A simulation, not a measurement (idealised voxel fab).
This section sets out a process module, namely voxel wiring stack.
Displayed cross-section: cut, width of 290 nm, square cells sized 5 nm.
We lay out every cross-section as a grid of square cells and spell it out in bands from the top down, where one band means one or more rows of cells. Band: top and bottom heights (nm) first, top before bottom; then materials from left to right, widths in nm. "all across" marks a sole material filling the band edge to edge. "empty" denotes empty space. Height datum 0, below which the as-received substrate wafer is one material. Lowest band open at the bottom, running downward: "from 0 down". Think of "30..40" as a width that walks from the first number to the second as you go down the band, top row to bottom row, taking equal-sized steps from row to row. Given "no change" for a step, no cell of the cross-section differs between before and after that step. Look at "Enclosed void inventory" for the closed voids: empty spaces with no open path to the top, sized 8 cells or up. Each is width x height at distance, distance from the left edge, all nm. Heads up: the bit after the settings on a step's line is the simulator's remark on that step. You can add "overlay nm" to a step's line. For a step with a mask, it describes how far the mask lay to the right of its planned position, and a negative number describes a lay to the left.

BELOW IS THE LIST OF PLANNED PROCESS STEPS
| 1 | RECEIVE (material Si) |
| 2 | CONFORMAL_DEP (material SiO2; thk nm 15) |
| 3 | DIRECTIONAL_DEP (material TiN; thk nm 5) |
| 4 | DIRECTIONAL_DEP (material W; thk nm 15) |
| 5 | DIRECTIONAL_DEP (material aC; thk nm 10) |
| 6 | PATTERN (tone cover; mask id METAL_1; material resist; width nm 25; pitch nm 50; thk nm 25; overlay nm 0) |
| 7 | DIRECTIONAL_ETCH (etch materials aC; depth nm 10) |
| 8 | STRIP (etch materials resist) |
| 9 | DIRECTIONAL_ETCH (etch materials W; depth nm 15) |
| 10 | DIRECTIONAL_ETCH (etch materials TiN; depth nm 5) |
| 11 | STRIP (etch materials aC) |
| 12 | FILL_DEP (material SiO2; thk nm 5) |
| 13 | CMP (height nm 35) |
| 14 | CONFORMAL_DEP (material SiCN; thk nm 5) |
| 15 | DIRECTIONAL_DEP (material SiO2; thk nm 20) |
| 16 | MASKED_ETCH (tone open; mask id PLUG_1; width nm 15; etch materials SiO2; depth nm 20; overlay nm 0) |
| 17 | MASKED_ETCH (tone open; mask id PLUG_1; width nm 15; etch materials SiCN; depth nm 5; overlay nm 0) |
| 18 | EPI (material Ru; thk nm 10) |
| 19 | EPI (material Ru; thk nm 10) |
| 20 | EPI (material Ru; thk nm 5) |
| 21 | CONFORMAL_DEP (material SiCN; thk nm 5) |
| 22 | DIRECTIONAL_DEP (material lowk; thk nm 25) |
| 23 | PATTERN (tone open; mask id METAL_2; material resist; width nm 25; pitch nm 50; thk nm 20; overlay nm 0) |
| 24 | DIRECTIONAL_ETCH (etch materials lowk; depth nm 25) |
| 25 | DIRECTIONAL_ETCH (etch materials SiCN; depth nm 5) |
| 26 | STRIP (etch materials resist) |
| 27 | CONFORMAL_DEP (material TiN; thk nm 5) |
| 28 | FILL_DEP (material Ru; thk nm 5) |
| 29 | CMP (height nm 90) |
| 30 | EPI (material Ru; thk nm 5) |
| 31 | FILL_DEP (material SiCN; thk nm 5) |
| 32 | DIRECTIONAL_DEP (material SiO2; thk nm 20) |
| 33 | DIRECTIONAL_DEP (material aC; thk nm 10) |
| 34 | PATTERN (tone open; mask id PLUG_2; material resist; width nm 15; pitch nm 50; thk nm 25; overlay nm 0) |
| 35 | DIRECTIONAL_ETCH (etch materials aC; depth nm 10) |
| 36 | STRIP (etch materials resist) |
| 37 | DIRECTIONAL_ETCH (etch materials SiO2; depth nm 20) |
| 38 | DIRECTIONAL_ETCH (etch materials SiCN; depth nm 5) |
| 39 | STRIP (etch materials aC) |
| 40 | EPI (material Ru; thk nm 10) |
| 41 | EPI (material Ru; thk nm 10) |
| 42 | EPI (material Ru; thk nm 5) |
| 43 | CONFORMAL_DEP (material SiCN; thk nm 5) |
| 44 | DIRECTIONAL_DEP (material SiO2; thk nm 25) |
| 45 | DIRECTIONAL_DEP (material aC; thk nm 15) |
| 46 | PATTERN (tone open; mask id METAL_3; material resist; width nm 25; pitch nm 50; thk nm 35; overlay nm 0) |
| 47 | DIRECTIONAL_ETCH (etch materials aC; depth nm 15) |
| 48 | STRIP (etch materials resist) |
| 49 | DIRECTIONAL_ETCH (etch materials SiO2; depth nm 25) |
| 50 | DIRECTIONAL_ETCH (etch materials SiCN; depth nm 5) |
| 51 | STRIP (etch materials aC) |
| 52 | CONFORMAL_DEP (material TiN; thk nm 5) |
| 53 | FILL_DEP (material Cu; thk nm 5) |
| 54 | CMP (height nm 150) |
| 55 | CONFORMAL_DEP (material SiN; thk nm 5) |

FIRST OF TWO WAFERS - AS PLANNED

AS RECEIVED, AFTER STEP 1
  from 0 down = Si all across
  Enclosed void inventory: none

CROSS-SECTION: WAFER STATE AFTER STEP 2
  from 15 to 0 = SiO2 all across
  Everything below 0 is unchanged.

CROSS-SECTION: WAFER STATE AFTER STEP 3
  from 20 to 15 = TiN all across
  Everything below 15 is unchanged.

CROSS-SECTION: WAFER STATE AFTER STEP 4
  from 35 to 20 = W all across
  Everything below 20 is unchanged.

CROSS-SECTION: WAFER STATE AFTER STEP 5
  from 45 to 35 = aC all across
  Everything below 35 is unchanged.

CROSS-SECTION: WAFER STATE AFTER STEP 6
  from 70 to 45 = empty: 105 | resist: 25 | empty: 25 | resist: 25 | empty: 110
  Everything below 45 is unchanged.

CROSS-SECTION: WAFER STATE AFTER STEP 7
  from 60 to 45 = empty: 105 | resist: 25 | empty: 25 | resist: 25 | empty: 110
  from 45 to 35 = empty: 105 | aC: 25 | empty: 25 | aC: 25 | empty: 110
  Everything below 35 is unchanged.

CROSS-SECTION: WAFER STATE AFTER STEP 8
  from 45 to 35 = empty: 105 | aC: 25 | empty: 25 | aC: 25 | empty: 110
  Everything below 35 is unchanged.

CROSS-SECTION: WAFER STATE AFTER STEP 9
  from 45 to 35 = empty: 105 | aC: 25 | empty: 25 | aC: 25 | empty: 110
  from 35 to 20 = empty: 105 | W: 25 | empty: 25 | W: 25 | empty: 110
  Everything below 20 is unchanged.

CROSS-SECTION: WAFER STATE AFTER STEP 10
  from 45 to 35 = empty: 105 | aC: 25 | empty: 25 | aC: 25 | empty: 110
  from 35 to 20 = empty: 105 | W: 25 | empty: 25 | W: 25 | empty: 110
  from 20 to 15 = empty: 105 | TiN: 25 | empty: 25 | TiN: 25 | empty: 110
  Everything below 15 is unchanged.

CROSS-SECTION: WAFER STATE AFTER STEP 11
  from 35 to 20 = empty: 105 | W: 25 | empty: 25 | W: 25 | empty: 110
  Everything below 20 is unchanged.

CROSS-SECTION: WAFER STATE AFTER STEP 12
  from 40 to 35 = SiO2 all across
  from 35 to 20 = SiO2: 105 | W: 25 | SiO2: 25 | W: 25 | SiO2: 110
  from 20 to 15 = SiO2: 105 | TiN: 25 | SiO2: 25 | TiN: 25 | SiO2: 110
  Everything below 15 is unchanged.

CROSS-SECTION: WAFER STATE AFTER STEP 13
  from 35 to 20 = SiO2: 105 | W: 25 | SiO2: 25 | W: 25 | SiO2: 110
  Everything below 20 is unchanged.

CROSS-SECTION: WAFER STATE AFTER STEP 14
  from 40 to 35 = SiCN all across
  Everything below 35 is unchanged.

CROSS-SECTION: WAFER STATE AFTER STEP 15
  from 60 to 40 = SiO2 all across
  Everything below 40 is unchanged.

CROSS-SECTION: WAFER STATE AFTER STEP 16
  from 60 to 40 = SiO2: 105 | empty: 15 | SiO2: 170
  Everything below 40 is unchanged.

CROSS-SECTION: WAFER STATE AFTER STEP 17
  from 60 to 40 = SiO2: 105 | empty: 15 | SiO2: 170
  from 40 to 35 = SiCN: 105 | empty: 15 | SiCN: 170
  Everything below 35 is unchanged.

CROSS-SECTION: WAFER STATE AFTER STEP 18
  from 60 to 45 = SiO2: 105 | empty: 15 | SiO2: 170
  from 45 to 40 = SiO2: 105 | Ru: 15 | SiO2: 170
  from 40 to 35 = SiCN: 105 | Ru: 15 | SiCN: 170
  Everything below 35 is unchanged.

CROSS-SECTION: WAFER STATE AFTER STEP 19
  from 60 to 55 = SiO2: 105 | empty: 15 | SiO2: 170
  from 55 to 40 = SiO2: 105 | Ru: 15 | SiO2: 170
  Everything below 40 is unchanged.

CROSS-SECTION: WAFER STATE AFTER STEP 20
  from 60 to 40 = SiO2: 105 | Ru: 15 | SiO2: 170
  Everything below 40 is unchanged.

CROSS-SECTION: WAFER STATE AFTER STEP 21
  from 65 to 60 = SiCN all across
  Everything below 60 is unchanged.

CROSS-SECTION: WAFER STATE AFTER STEP 22
  from 90 to 65 = lowk all across
  Everything below 65 is unchanged.

CROSS-SECTION: WAFER STATE AFTER STEP 23
  from 110 to 90 = resist: 105 | empty: 25 | resist: 25 | empty: 25 | resist: 110
  Everything below 90 is unchanged.

CROSS-SECTION: WAFER STATE AFTER STEP 24
  from 110 to 90 = resist: 105 | empty: 25 | resist: 25 | empty: 25 | resist: 110
  from 90 to 65 = lowk: 105 | empty: 25 | lowk: 25 | empty: 25 | lowk: 110
  Everything below 65 is unchanged.

CROSS-SECTION: WAFER STATE AFTER STEP 25
  from 110 to 90 = resist: 105 | empty: 25 | resist: 25 | empty: 25 | resist: 110
  from 90 to 65 = lowk: 105 | empty: 25 | lowk: 25 | empty: 25 | lowk: 110
  from 65 to 60 = SiCN: 105 | empty: 25 | SiCN: 25 | empty: 25 | SiCN: 110
  Everything below 60 is unchanged.

CROSS-SECTION: WAFER STATE AFTER STEP 26
  from 90 to 65 = lowk: 105 | empty: 25 | lowk: 25 | empty: 25 | lowk: 110
  Everything below 65 is unchanged.

CROSS-SECTION: WAFER STATE AFTER STEP 27
  from 95 to 90 = TiN: 110 | empty: 15 | TiN: 35 | empty: 15 | TiN: 115
  from 90 to 65 = lowk: 105 | TiN: 5 | empty: 15 | TiN: 5 | lowk: 25 | TiN: 5 | empty: 15 | TiN: 5 | lowk: 110
  from 65 to 60 = SiCN: 105 | TiN: 25 | SiCN: 25 | TiN: 25 | SiCN: 110
  Everything below 60 is unchanged.

CROSS-SECTION: WAFER STATE AFTER STEP 28
  from 100 to 95 = Ru all across
  from 95 to 90 = TiN: 110 | Ru: 15 | TiN: 35 | Ru: 15 | TiN: 115
  from 90 to 65 = lowk: 105 | TiN: 5 | Ru: 15 | TiN: 5 | lowk: 25 | TiN: 5 | Ru: 15 | TiN: 5 | lowk: 110
  Everything below 65 is unchanged.

CROSS-SECTION: WAFER STATE AFTER STEP 29
  from 90 to 65 = lowk: 105 | TiN: 5 | Ru: 15 | TiN: 5 | lowk: 25 | TiN: 5 | Ru: 15 | TiN: 5 | lowk: 110
  Everything below 65 is unchanged.

CROSS-SECTION: WAFER STATE AFTER STEP 30
  from 95 to 90 = empty: 100 | Ru: 35 | empty: 15 | Ru: 35 | empty: 105
  Everything below 90 is unchanged.

CROSS-SECTION: WAFER STATE AFTER STEP 31
  from 100 to 95 = SiCN all across
  from 95 to 90 = SiCN: 100 | Ru: 35 | SiCN: 15 | Ru: 35 | SiCN: 105
  Everything below 90 is unchanged.

CROSS-SECTION: WAFER STATE AFTER STEP 32
  from 120 to 100 = SiO2 all across
  Everything below 100 is unchanged.

CROSS-SECTION: WAFER STATE AFTER STEP 33
  from 130 to 120 = aC all across
  Everything below 120 is unchanged.

CROSS-SECTION: WAFER STATE AFTER STEP 34
  from 155 to 130 = resist: 105 | empty: 15 | resist: 35 | empty: 15 | resist: 120
  Everything below 130 is unchanged.

CROSS-SECTION: WAFER STATE AFTER STEP 35
  from 145 to 130 = resist: 105 | empty: 15 | resist: 35 | empty: 15 | resist: 120
  from 130 to 120 = aC: 105 | empty: 15 | aC: 35 | empty: 15 | aC: 120
  Everything below 120 is unchanged.

CROSS-SECTION: WAFER STATE AFTER STEP 36
  from 130 to 120 = aC: 105 | empty: 15 | aC: 35 | empty: 15 | aC: 120
  Everything below 120 is unchanged.

CROSS-SECTION: WAFER STATE AFTER STEP 37
  from 130 to 120 = aC: 105 | empty: 15 | aC: 35 | empty: 15 | aC: 120
  from 120 to 100 = SiO2: 105 | empty: 15 | SiO2: 35 | empty: 15 | SiO2: 120
  Everything below 100 is unchanged.

CROSS-SECTION: WAFER STATE AFTER STEP 38
  from 130 to 120 = aC: 105 | empty: 15 | aC: 35 | empty: 15 | aC: 120
  from 120 to 100 = SiO2: 105 | empty: 15 | SiO2: 35 | empty: 15 | SiO2: 120
  from 100 to 95 = SiCN: 105 | empty: 15 | SiCN: 35 | empty: 15 | SiCN: 120
  Everything below 95 is unchanged.

CROSS-SECTION: WAFER STATE AFTER STEP 39
  from 120 to 100 = SiO2: 105 | empty: 15 | SiO2: 35 | empty: 15 | SiO2: 120
  Everything below 100 is unchanged.

CROSS-SECTION: WAFER STATE AFTER STEP 40
  from 120 to 105 = SiO2: 105 | empty: 15 | SiO2: 35 | empty: 15 | SiO2: 120
  from 105 to 100 = SiO2: 105 | Ru: 15 | SiO2: 35 | Ru: 15 | SiO2: 120
  from 100 to 90 = SiCN: 105..100 | Ru: 15..35 | SiCN: 35..15 | Ru: 15..35 | SiCN: 120..105
  Everything below 90 is unchanged.

CROSS-SECTION: WAFER STATE AFTER STEP 41
  from 120 to 115 = SiO2: 105 | empty: 15 | SiO2: 35 | empty: 15 | SiO2: 120
  from 115 to 100 = SiO2: 105 | Ru: 15 | SiO2: 35 | Ru: 15 | SiO2: 120
  Everything below 100 is unchanged.

CROSS-SECTION: WAFER STATE AFTER STEP 42
  from 120 to 100 = SiO2: 105 | Ru: 15 | SiO2: 35 | Ru: 15 | SiO2: 120
  Everything below 100 is unchanged.

CROSS-SECTION: WAFER STATE AFTER STEP 43
  from 125 to 120 = SiCN all across
  Everything below 120 is unchanged.

CROSS-SECTION: WAFER STATE AFTER STEP 44
  from 150 to 125 = SiO2 all across
  Everything below 125 is unchanged.

CROSS-SECTION: WAFER STATE AFTER STEP 45
  from 165 to 150 = aC all across
  Everything below 150 is unchanged.

CROSS-SECTION: WAFER STATE AFTER STEP 46
  from 200 to 165 = resist: 105 | empty: 25 | resist: 25 | empty: 25 | resist: 110
  Everything below 165 is unchanged.

CROSS-SECTION: WAFER STATE AFTER STEP 47
  from 185 to 165 = resist: 105 | empty: 25 | resist: 25 | empty: 25 | resist: 110
  from 165 to 150 = aC: 105 | empty: 25 | aC: 25 | empty: 25 | aC: 110
  Everything below 150 is unchanged.

CROSS-SECTION: WAFER STATE AFTER STEP 48
  from 165 to 150 = aC: 105 | empty: 25 | aC: 25 | empty: 25 | aC: 110
  Everything below 150 is unchanged.

CROSS-SECTION: WAFER STATE AFTER STEP 49
  from 165 to 150 = aC: 105 | empty: 25 | aC: 25 | empty: 25 | aC: 110
  from 150 to 125 = SiO2: 105 | empty: 25 | SiO2: 25 | empty: 25 | SiO2: 110
  Everything below 125 is unchanged.

CROSS-SECTION: WAFER STATE AFTER STEP 50
  from 165 to 150 = aC: 105 | empty: 25 | aC: 25 | empty: 25 | aC: 110
  from 150 to 125 = SiO2: 105 | empty: 25 | SiO2: 25 | empty: 25 | SiO2: 110
  from 125 to 120 = SiCN: 105 | empty: 25 | SiCN: 25 | empty: 25 | SiCN: 110
  Everything below 120 is unchanged.

CROSS-SECTION: WAFER STATE AFTER STEP 51
  from 150 to 125 = SiO2: 105 | empty: 25 | SiO2: 25 | empty: 25 | SiO2: 110
  Everything below 125 is unchanged.

CROSS-SECTION: WAFER STATE AFTER STEP 52
  from 155 to 150 = TiN: 110 | empty: 15 | TiN: 35 | empty: 15 | TiN: 115
  from 150 to 125 = SiO2: 105 | TiN: 5 | empty: 15 | TiN: 5 | SiO2: 25 | TiN: 5 | empty: 15 | TiN: 5 | SiO2: 110
  from 125 to 120 = SiCN: 105 | TiN: 25 | SiCN: 25 | TiN: 25 | SiCN: 110
  Everything below 120 is unchanged.

CROSS-SECTION: WAFER STATE AFTER STEP 53
  from 160 to 155 = Cu all across
  from 155 to 150 = TiN: 110 | Cu: 15 | TiN: 35 | Cu: 15 | TiN: 115
  from 150 to 125 = SiO2: 105 | TiN: 5 | Cu: 15 | TiN: 5 | SiO2: 25 | TiN: 5 | Cu: 15 | TiN: 5 | SiO2: 110
  Everything below 125 is unchanged.

CROSS-SECTION: WAFER STATE AFTER STEP 54
  from 150 to 125 = SiO2: 105 | TiN: 5 | Cu: 15 | TiN: 5 | SiO2: 25 | TiN: 5 | Cu: 15 | TiN: 5 | SiO2: 110
  Everything below 125 is unchanged.

CROSS-SECTION: WAFER STATE AFTER STEP 55
  from 155 to 150 = SiN all across
  Everything below 150 is unchanged.

SECOND WAFER, SAME STARTING CONDITIONS AND RECIPE AS THE FIRST, ONE MISTAKE IN EXECUTING IT, NOTHING DIFFERS FROM THE FIRST UP TO AND INCLUDING STEP 43

PLANNED END OF STEP 44: SECOND WAFER, CROSS-SECTION
  from 145 to 125 = SiO2 all across
  Everything below 125 is unchanged.

PLANNED END OF STEP 45: SECOND WAFER, CROSS-SECTION
  from 160 to 145 = aC all across
  Everything below 145 is unchanged.

PLANNED END OF STEP 46: SECOND WAFER, CROSS-SECTION
  from 195 to 160 = resist: 105 | empty: 25 | resist: 25 | empty: 25 | resist: 110
  Everything below 160 is unchanged.

PLANNED END OF STEP 47: SECOND WAFER, CROSS-SECTION
  from 180 to 160 = resist: 105 | empty: 25 | resist: 25 | empty: 25 | resist: 110
  from 160 to 145 = aC: 105 | empty: 25 | aC: 25 | empty: 25 | aC: 110
  Everything below 145 is unchanged.

PLANNED END OF STEP 48: SECOND WAFER, CROSS-SECTION
  from 160 to 145 = aC: 105 | empty: 25 | aC: 25 | empty: 25 | aC: 110
  Everything below 145 is unchanged.

PLANNED END OF STEP 49: SECOND WAFER, CROSS-SECTION
  from 160 to 145 = aC: 105 | empty: 25 | aC: 25 | empty: 25 | aC: 110
  from 145 to 125 = SiO2: 105 | empty: 25 | SiO2: 25 | empty: 25 | SiO2: 110
  Everything below 125 is unchanged.

PLANNED END OF STEP 50: SECOND WAFER, CROSS-SECTION
  from 160 to 145 = aC: 105 | empty: 25 | aC: 25 | empty: 25 | aC: 110
  from 145 to 125 = SiO2: 105 | empty: 25 | SiO2: 25 | empty: 25 | SiO2: 110
  from 125 to 120 = SiCN: 105 | empty: 25 | SiCN: 25 | empty: 25 | SiCN: 110
  Everything below 120 is unchanged.

PLANNED END OF STEP 51: SECOND WAFER, CROSS-SECTION
  from 145 to 125 = SiO2: 105 | empty: 25 | SiO2: 25 | empty: 25 | SiO2: 110
  Everything below 125 is unchanged.

PLANNED END OF STEP 52: SECOND WAFER, CROSS-SECTION
  from 150 to 145 = TiN: 110 | empty: 15 | TiN: 35 | empty: 15 | TiN: 115
  from 145 to 125 = SiO2: 105 | TiN: 5 | empty: 15 | TiN: 5 | SiO2: 25 | TiN: 5 | empty: 15 | TiN: 5 | SiO2: 110
  from 125 to 120 = SiCN: 105 | TiN: 25 | SiCN: 25 | TiN: 25 | SiCN: 110
  Everything below 120 is unchanged.

PLANNED END OF STEP 53: SECOND WAFER, CROSS-SECTION
  from 155 to 150 = Cu all across
  from 150 to 145 = TiN: 110 | Cu: 15 | TiN: 35 | Cu: 15 | TiN: 115
  from 145 to 125 = SiO2: 105 | TiN: 5 | Cu: 15 | TiN: 5 | SiO2: 25 | TiN: 5 | Cu: 15 | TiN: 5 | SiO2: 110
  Everything below 125 is unchanged.

PLANNED END OF STEP 54: SECOND WAFER, CROSS-SECTION
  from 150 to 145 = TiN: 110 | Cu: 15 | TiN: 35 | Cu: 15 | TiN: 115
  Everything below 145 is unchanged.

PLANNED END OF STEP 55: SECOND WAFER, CROSS-SECTION
  from 155 to 150 = SiN all across
  Everything below 150 is unchanged.
Run error: note that step 44 departed from the planned setting and was carried out as DIRECTIONAL_DEP (material SiO2; thk nm 20)
End check, counted in cells, second wafer has more or fewer of these materials than the first: -48 SiO2 | +48 TiN
